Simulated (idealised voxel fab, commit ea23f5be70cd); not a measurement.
A process module follows: voxel local oxidation.
Cross-section cut: width 245 nm, square cells of 5 nm.
Format of a cross-section: grid, square cells. Given as bands. Order: top down. Band: one or more rows of cells. What a band's entry tells you: where the top is and where the bottom is, as heights in nm, and after that what lies inside, material by material from left to right, each with its width in nm. Empty space is written as the word "blank", and a single material marked with the word "full width" occupies the band from edge to edge. Below 0: as-received wafer, all one material; heights counted from there. Lowest band: no bottom, goes on down, written "from 0 down". When a width is written as two numbers, as in "30..40", the first number is the width in the top row of cells of the band and the second is the width in its bottom row, and the width changes by the same amount from each row to the next. Basically "no alteration" means that step didn't change any cell in the cross-section. Entry "Closed void roster". Content: empty spaces with no open connection to the top, size 8 cells or greater. Each: width x height at distance. Distance: from left edge. Unit: nm. Note: text after step settings on the step line = simulator remark on that step. A step line may carry the setting "overlay nm", which, for steps involving a mask, states the distance by which the mask lay to the right of its intended position; negative values denote displacement to the left.
Listed below are the process steps as planned:
| 1 | RECEIVE [material Si] |
| 2 | OXIDIZE [depth nm 5] |
| 3 | CONFORMAL_DEP [material SiN] [thk nm 15] |
| 4 | MASKED_ETCH [tone cover] [mask id ACTIVE] [width nm 125] [etch materials SiN] [depth nm 15] [overlay nm 0] |
| 5 | SELECTIVE_ETCH [etch materials SiO2] [depth nm 5] |
| 6 | OXIDIZE [depth nm 10] |
| 7 | STRIP [etch materials SiN] |
Here's what the wafer looked like in cross-section when it arrived - that's after step 1:
- from 0 down  Si full width
- Closed void roster: none
Final cross-section, module run with one mistake (start and plan as above):
- from 0 to -5  SiO2 55, blank 135, SiO2 55
- from -5 to -15  Si 45, SiO2 155, Si 45
- from -15 down  Si full width
- Closed void roster: none
what went wrong: off-plan run, step 4, actual operation and settings MASKED_ETCH [tone open] [mask id ACTIVE] [width nm 125] [etch materials SiN] [depth nm 15] [overlay nm 0]
